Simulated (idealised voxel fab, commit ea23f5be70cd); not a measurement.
The document below concerns the process module designated voxel plated lines.
This is section cut - it's 265 nm across, gridded in 5 nm square cells.
Just so we're on the same page, the cross-sections are grids of square cells, and they're listed out in bands top to bottom, each band one or more rows deep. Per band: top height and bottom height in nm, followed by the left-to-right materials and their widths in nm; "all across" marks a single material spanning edge to edge, "air" marks empty space. Heights are expressed relative to 0, this being the level below which the as-received wafer comprises one material exclusively. The lowest band is unbounded in the downward direction and is denoted as in "0 and below". A width given as "30 to 40" starts at the first number in the band's top row and ends at the second number in its bottom row, shifting by an equal amount at every step from row to row. "everything unchanged" -> step changed no cross-section cell. Empty spaces without an open route to the top, at least 8 cells in extent, make up the entry "Enclosed empty spaces"; each is given as width x height at distance, where the distance is measured from the left edge, and all are in nm. On a step's line, text after the settings is the simulator commenting on that step. overlay nm: where the mask lay relative to plan, measured to the right, on steps with a mask; negatives go left.

List of planned process steps
1. RECEIVE | material Si
2. CONFORMAL_DEP | material SiO2 | thk nm 5
3. DIRECTIONAL_DEP | material TiN | thk nm 5
4. PATTERN | tone open | mask id LINES | material resist | width nm 20 | pitch nm 45 | thk nm 25 | overlay nm 0
5. EPI | material Ru | thk nm 5
6. EPI | material Ru | thk nm 5
7. STRIP | etch materials resist
8. DIRECTIONAL_ETCH | etch materials TiN | depth nm 5
9. CONFORMAL_DEP | material SiN | thk nm 5

Cross-section of the incoming wafer, state after step 1
0 and below: Si all across
Enclosed empty spaces: none

The cross-section shown corresponds to the wafer at the conclusion of the module. The initial structure and the process plan are those presented above; however, one mistake occurred in executing the plan
25 down to 20: 50 nm air; 30 nm SiN; 15 nm air; 30 nm SiN; 15 nm air; 30 nm SiN; 15 nm air; 30 nm SiN; 50 nm air
20 down to 15: 50 nm air; 5 nm SiN; 20 nm Ru; 5 nm SiN; 15 nm air; 5 nm SiN; 20 nm Ru; 5 nm SiN; 15 nm air; 5 nm SiN; 20 nm Ru; 5 nm SiN; 15 nm air; 5 nm SiN; 20 nm Ru; 5 nm SiN; 50 nm air
15 down to 10: 55 nm SiN; 20 nm Ru; 25 nm SiN; 20 nm Ru; 25 nm SiN; 20 nm Ru; 25 nm SiN; 20 nm Ru; 55 nm SiN
10 down to 5: Ru all across
5 down to 0: SiO2 all across
0 and below: Si all across
Enclosed empty spaces: none
Error vs. plan: planned and actual differ for step 3; actual: DIRECTIONAL_DEP | material Ru | thk nm 5
